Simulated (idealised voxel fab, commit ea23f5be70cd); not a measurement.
The process module presented herein is designated voxel capacitor over wiring.
Cross-section cut spans 220 nm and uses square cells 5 nm in size.
Think of the cross-section as a grid of square cells. We describe it in bands, top to bottom, and each band covers one or more rows of those cells. Band: top height; bottom height; in nm. Then, left to right: material with width in nm, for each material. "full width": a single material spanning edge to edge. "air": empty space. Heads up on the height convention: 0 is the point under which the incoming wafer is all one material, and the lowest band has no bottom, it just keeps going down, like "0..down". Think of "30..40" as a width that walks from the first number to the second as you go down the band, top row to bottom row, taking equal-sized steps from row to row. "left unchanged" after a step means that no cell of the cross-section changed. Look at "Closed void listing" for the closed voids: empty spaces with no open path to the top, sized 8 cells or up. Each is width x height at distance, distance from the left edge, all nm. What comes after the settings on a step's line is commentary from the simulator itself on that step. When a step includes a mask, the "overlay nm" setting on its line states how far to the right of its planned place that mask lay, and negative values state how far to the left.

## Steps in the process plan
- 1: RECEIVE,material Si
- 2: CONFORMAL_DEP,material SiO2,thk nm 15
- 3: CONFORMAL_DEP,material SiCN,thk nm 5
- 4: DIRECTIONAL_DEP,material SiO2,thk nm 20
- 5: DIRECTIONAL_DEP,material aC,thk nm 10
- 6: PATTERN,tone open,mask id METAL_1,material resist,width nm 25,pitch nm 75,thk nm 25,overlay nm 0
- 7: DIRECTIONAL_ETCH,etch materials aC,depth nm 10
- 8: STRIP,etch materials resist
- 9: DIRECTIONAL_ETCH,etch materials SiO2,depth nm 20
- 10: DIRECTIONAL_ETCH,etch materials SiCN,depth nm 5
- 11: STRIP,etch materials aC
- 12: CONFORMAL_DEP,material TiN,thk nm 5
- 13: FILL_DEP,material Ru,thk nm 10
- 14: CMP,height nm 40
- 15: EPI,material Ru,thk nm 5
- 16: FILL_DEP,material SiCN,thk nm 5
- 17: DIRECTIONAL_DEP,material lowk,thk nm 10
- 18: PATTERN,tone open,mask id PLUG_1,material resist,width nm 15,thk nm 20,overlay nm 0
- 19: DIRECTIONAL_ETCH,etch materials lowk,depth nm 10
- 20: DIRECTIONAL_ETCH,etch materials SiCN,depth nm 5
- 21: STRIP,etch materials resist
- 22: EPI,material Ru,thk nm 10
- 23: EPI,material Ru,thk nm 5
- 24: DIRECTIONAL_DEP,material TiN,thk nm 10
- 25: DIRECTIONAL_DEP,material HfO2,thk nm 5
- 26: DIRECTIONAL_DEP,material TiN,thk nm 10
- 27: DIRECTIONAL_DEP,material aC,thk nm 10
- 28: PATTERN,tone cover,mask id UPPER_PLATE,material resist,width nm 55,thk nm 30,overlay nm 0
- 29: DIRECTIONAL_ETCH,etch materials aC,depth nm 10
- 30: STRIP,etch materials resist
- 31: DIRECTIONAL_ETCH,etch materials TiN,depth nm 10
- 32: DIRECTIONAL_ETCH,etch materials HfO2,depth nm 5
- 33: STRIP,etch materials aC
- 34: DIRECTIONAL_DEP,material aC,thk nm 10
- 35: PATTERN,tone cover,mask id LOWER_PLATE,material resist,width nm 65,thk nm 25,overlay nm 0
- 36: DIRECTIONAL_ETCH,etch materials aC,depth nm 10
- 37: STRIP,etch materials resist
- 38: DIRECTIONAL_ETCH,etch materials TiN,depth nm 10
- 39: STRIP,etch materials aC
- 40: FILL_DEP,material SiO2,thk nm 20
- 41: CMP,height nm 100
- 42: MASKED_ETCH,tone open,mask id PLUG_2,width nm 15,etch materials SiO2,depth nm 15,overlay nm 0
- 43: CONFORMAL_DEP,material TiN,thk nm 5
- 44: FILL_DEP,material Cu,thk nm 5
- 45: CMP,height nm 100
- 46: CONFORMAL_DEP,material SiN,thk nm 5

## What follows covers the first of two wafers; it ran as planned

## Step 1 complete: cross-section of the wafer as received
> 0..down | Si full width
> Closed void listing: none

## Sectional view: wafer, after step 2
> 15..0 | SiO2 full width
> Unchanged below 0.

## Sectional view: wafer, after step 3
> 20..15 | SiCN full width
> Unchanged below 15.

## Sectional view: wafer, after step 4
> 40..20 | SiO2 full width
> Unchanged below 20.

## Sectional view: wafer, after step 5
> 50..40 | aC full width
> Unchanged below 40.

## Sectional view: wafer, after step 6
> 75..50 | resist 60; air 25; resist 50; air 25; resist 60
> Unchanged below 50.

## Sectional view: wafer, after step 7
> 65..50 | resist 60; air 25; resist 50; air 25; resist 60
> 50..40 | aC 60; air 25; aC 50; air 25; aC 60
> Unchanged below 40.

## Sectional view: wafer, after step 8
> 50..40 | aC 60; air 25; aC 50; air 25; aC 60
> Unchanged below 40.

## Sectional view: wafer, after step 9
> 50..40 | aC 60; air 25; aC 50; air 25; aC 60
> 40..20 | SiO2 60; air 25; SiO2 50; air 25; SiO2 60
> Unchanged below 20.

## Sectional view: wafer, after step 10
> 50..40 | aC 60; air 25; aC 50; air 25; aC 60
> 40..20 | SiO2 60; air 25; SiO2 50; air 25; SiO2 60
> 20..15 | SiCN 60; air 25; SiCN 50; air 25; SiCN 60
> Unchanged below 15.

## Sectional view: wafer, after step 11
> 40..20 | SiO2 60; air 25; SiO2 50; air 25; SiO2 60
> Unchanged below 20.

## Sectional view: wafer, after step 12
> 45..40 | TiN 65; air 15; TiN 60; air 15; TiN 65
> 40..20 | SiO2 60; TiN 5; air 15; TiN 5; SiO2 50; TiN 5; air 15; TiN 5; SiO2 60
> 20..15 | SiCN 60; TiN 25; SiCN 50; TiN 25; SiCN 60
> Unchanged below 15.

## Sectional view: wafer, after step 13
> 55..45 | Ru full width
> 45..40 | TiN 65; Ru 15; TiN 60; Ru 15; TiN 65
> 40..20 | SiO2 60; TiN 5; Ru 15; TiN 5; SiO2 50; TiN 5; Ru 15; TiN 5; SiO2 60
> Unchanged below 20.

## Sectional view: wafer, after step 14
> 40..20 | SiO2 60; TiN 5; Ru 15; TiN 5; SiO2 50; TiN 5; Ru 15; TiN 5; SiO2 60
> Unchanged below 20.

## Sectional view: wafer, after step 15
> 45..40 | air 55; Ru 35; air 40; Ru 35; air 55
> Unchanged below 40.

## Sectional view: wafer, after step 16
> 50..45 | SiCN full width
> 45..40 | SiCN 55; Ru 35; SiCN 40; Ru 35; SiCN 55
> Unchanged below 40.

## Sectional view: wafer, after step 17
> 60..50 | lowk full width
> Unchanged below 50.

## Sectional view: wafer, after step 18
> 80..60 | resist 70; air 15; resist 135
> Unchanged below 60.

## Sectional view: wafer, after step 19
> 80..60 | resist 70; air 15; resist 135
> 60..50 | lowk 70; air 15; lowk 135
> Unchanged below 50.

## Sectional view: wafer, after step 20
> 80..60 | resist 70; air 15; resist 135
> 60..50 | lowk 70; air 15; lowk 135
> 50..45 | SiCN 70; air 15; SiCN 135
> Unchanged below 45.

## Sectional view: wafer, after step 21
> 60..50 | lowk 70; air 15; lowk 135
> Unchanged below 50.

## Sectional view: wafer, after step 22
> 60..55 | lowk 70; air 15; lowk 135
> 55..50 | lowk 70; Ru 15; lowk 135
> 50..45 | SiCN 70; Ru 15; SiCN 135
> Unchanged below 45.

## Sectional view: wafer, after step 23
> 60..50 | lowk 70; Ru 15; lowk 135
> Unchanged below 50.

## Sectional view: wafer, after step 24
> 70..60 | TiN full width
> Unchanged below 60.

## Sectional view: wafer, after step 25
> 75..70 | HfO2 full width
> Unchanged below 70.

## Sectional view: wafer, after step 26
> 85..75 | TiN full width
> Unchanged below 75.

## Sectional view: wafer, after step 27
> 95..85 | aC full width
> Unchanged below 85.

## Sectional view: wafer, after step 28
> 125..95 | air 70; resist 55; air 95
> Unchanged below 95.

## Sectional view: wafer, after step 29
> 115..95 | air 70; resist 55; air 95
> 95..85 | air 70; aC 55; air 95
> Unchanged below 85.

## Sectional view: wafer, after step 30
> 95..85 | air 70; aC 55; air 95
> Unchanged below 85.

## Sectional view: wafer, after step 31
> 95..85 | air 70; aC 55; air 95
> 85..75 | air 70; TiN 55; air 95
> Unchanged below 75.

## Sectional view: wafer, after step 32
> 95..85 | air 70; aC 55; air 95
> 85..75 | air 70; TiN 55; air 95
> 75..70 | air 70; HfO2 55; air 95
> Unchanged below 70.

## Sectional view: wafer, after step 33
> 85..75 | air 70; TiN 55; air 95
> Unchanged below 75.

## Sectional view: wafer, after step 34
> 95..85 | air 70; aC 55; air 95
> 85..80 | air 70; TiN 55; air 95
> 80..75 | aC 70; TiN 55; aC 95
> 75..70 | aC 70; HfO2 55; aC 95
> Unchanged below 70.

## Sectional view: wafer, after step 35
> 120..95 | air 65; resist 65; air 90
> 95..85 | air 65; resist 5; aC 55; resist 5; air 90
> 85..80 | air 65; resist 5; TiN 55; resist 5; air 90
> Unchanged below 80.

## Sectional view: wafer, after step 36
> 110..95 | air 65; resist 65; air 90
> 95..85 | air 65; resist 5; aC 55; resist 5; air 90
> 85..80 | air 65; resist 5; TiN 55; resist 5; air 90
> 80..75 | air 65; aC 5; TiN 55; aC 5; air 90
> 75..70 | air 65; aC 5; HfO2 55; aC 5; air 90
> Unchanged below 70.

## Sectional view: wafer, after step 37
> 95..85 | air 70; aC 55; air 95
> 85..80 | air 70; TiN 55; air 95
> Unchanged below 80.

## Sectional view: wafer, after step 38
> 95..85 | air 70; aC 55; air 95
> 85..80 | air 70; TiN 55; air 95
> 80..75 | air 65; aC 5; TiN 55; aC 5; air 90
> 75..70 | air 65; aC 5; HfO2 55; aC 5; air 90
> 70..60 | air 65; TiN 65; air 90
> Unchanged below 60.

## Sectional view: wafer, after step 39
> 85..75 | air 70; TiN 55; air 95
> 75..70 | air 70; HfO2 55; air 95
> Unchanged below 70.

## Sectional view: wafer, after step 40
> 105..85 | SiO2 full width
> 85..75 | SiO2 70; TiN 55; SiO2 95
> 75..70 | SiO2 70; HfO2 55; SiO2 95
> 70..60 | SiO2 65; TiN 65; SiO2 90
> Unchanged below 60.

## Sectional view: wafer, after step 41
> 100..85 | SiO2 full width
> Unchanged below 85.

## Sectional view: wafer, after step 42
> 100..85 | SiO2 80; air 15; SiO2 125
> Unchanged below 85.

## Sectional view: wafer, after step 43
> 105..100 | TiN 85; air 5; TiN 130
> 100..90 | SiO2 80; TiN 5; air 5; TiN 5; SiO2 125
> 90..85 | SiO2 80; TiN 15; SiO2 125
> Unchanged below 85.

## Sectional view: wafer, after step 44
> 110..105 | Cu full width
> 105..100 | TiN 85; Cu 5; TiN 130
> 100..90 | SiO2 80; TiN 5; Cu 5; TiN 5; SiO2 125
> Unchanged below 90.

## Sectional view: wafer, after step 45
> 100..90 | SiO2 80; TiN 5; Cu 5; TiN 5; SiO2 125
> Unchanged below 90.

## Sectional view: wafer, after step 46
> 105..100 | SiN full width
> Unchanged below 100.

## Second wafer: same start and same plan as the first, one execution error; identical to the first through step 27

## What the second wafer looks like in cross-section when step 28 should have wrapped up
> 125..95 | air 60; resist 55; air 105
> Unchanged below 95.

## What the second wafer looks like in cross-section when step 29 should have wrapped up
> 115..95 | air 60; resist 55; air 105
> 95..85 | air 60; aC 55; air 105
> Unchanged below 85.

## What the second wafer looks like in cross-section when step 30 should have wrapped up
> 95..85 | air 60; aC 55; air 105
> Unchanged below 85.

## What the second wafer looks like in cross-section when step 31 should have wrapped up
> 95..85 | air 60; aC 55; air 105
> 85..75 | air 60; TiN 55; air 105
> Unchanged below 75.

## What the second wafer looks like in cross-section when step 32 should have wrapped up
> 95..85 | air 60; aC 55; air 105
> 85..75 | air 60; TiN 55; air 105
> 75..70 | air 60; HfO2 55; air 105
> Unchanged below 70.

## What the second wafer looks like in cross-section when step 33 should have wrapped up
> 85..75 | air 60; TiN 55; air 105
> Unchanged below 75.

## What the second wafer looks like in cross-section when step 34 should have wrapped up
> 95..85 | air 60; aC 55; air 105
> 85..80 | air 60; TiN 55; air 105
> 80..75 | aC 60; TiN 55; aC 105
> 75..70 | aC 60; HfO2 55; aC 105
> Unchanged below 70.

## What the second wafer looks like in cross-section when step 35 should have wrapped up
> 120..95 | air 65; resist 65; air 90
> 95..85 | air 60; aC 55; resist 15; air 90
> 85..80 | air 60; TiN 55; resist 15; air 90
> Unchanged below 80.

## What the second wafer looks like in cross-section when step 36 should have wrapped up
> 110..95 | air 65; resist 65; air 90
> 95..85 | air 65; aC 50; resist 15; air 90
> 85..80 | air 60; TiN 55; resist 15; air 90
> 80..75 | air 60; TiN 55; aC 15; air 90
> 75..70 | air 60; HfO2 55; aC 15; air 90
> Unchanged below 70.

## What the second wafer looks like in cross-section when step 37 should have wrapped up
> 95..85 | air 65; aC 50; air 105
> 85..80 | air 60; TiN 55; air 105
> Unchanged below 80.

## What the second wafer looks like in cross-section when step 38 should have wrapped up
> 95..85 | air 65; aC 50; air 105
> 85..80 | air 65; TiN 50; air 105
> 80..75 | air 65; TiN 50; aC 15; air 90
> 75..70 | air 60; HfO2 55; aC 15; air 90
> 70..60 | air 60; TiN 70; air 90
> Unchanged below 60.

## What the second wafer looks like in cross-section when step 39 should have wrapped up
> 85..75 | air 65; TiN 50; air 105
> 75..70 | air 60; HfO2 55; air 105
> Unchanged below 70.

## What the second wafer looks like in cross-section when step 40 should have wrapped up
> 105..85 | SiO2 full width
> 85..75 | SiO2 65; TiN 50; SiO2 105
> 75..70 | SiO2 60; HfO2 55; SiO2 105
> 70..60 | SiO2 60; TiN 70; SiO2 90
> Unchanged below 60.

## What the second wafer looks like in cross-section when step 41 should have wrapped up
> 100..85 | SiO2 full width
> Unchanged below 85.

## What the second wafer looks like in cross-section when step 42 should have wrapped up
> 100..85 | SiO2 80; air 15; SiO2 125
> Unchanged below 85.

## What the second wafer looks like in cross-section when step 43 should have wrapped up
> 105..100 | TiN 85; air 5; TiN 130
> 100..90 | SiO2 80; TiN 5; air 5; TiN 5; SiO2 125
> 90..85 | SiO2 80; TiN 15; SiO2 125
> Unchanged below 85.

## What the second wafer looks like in cross-section when step 44 should have wrapped up
> 110..105 | Cu full width
> 105..100 | TiN 85; Cu 5; TiN 130
> 100..90 | SiO2 80; TiN 5; Cu 5; TiN 5; SiO2 125
> Unchanged below 90.

## What the second wafer looks like in cross-section when step 45 should have wrapped up
> 100..90 | SiO2 80; TiN 5; Cu 5; TiN 5; SiO2 125
> Unchanged below 90.

## What the second wafer looks like in cross-section when step 46 should have wrapped up
> 105..100 | SiN full width
> Unchanged below 100.
It is concluded that the wafer was processed incorrectly with respect to the plan, in that step 28 off recipe, ran as PATTERN,tone cover,mask id UPPER_PLATE,material resist,width nm 55,thk nm 30,overlay nm -10
Comparing end states, the material composition by cell count is preserved from the first wafer to the second, while the locations of the cells are not.
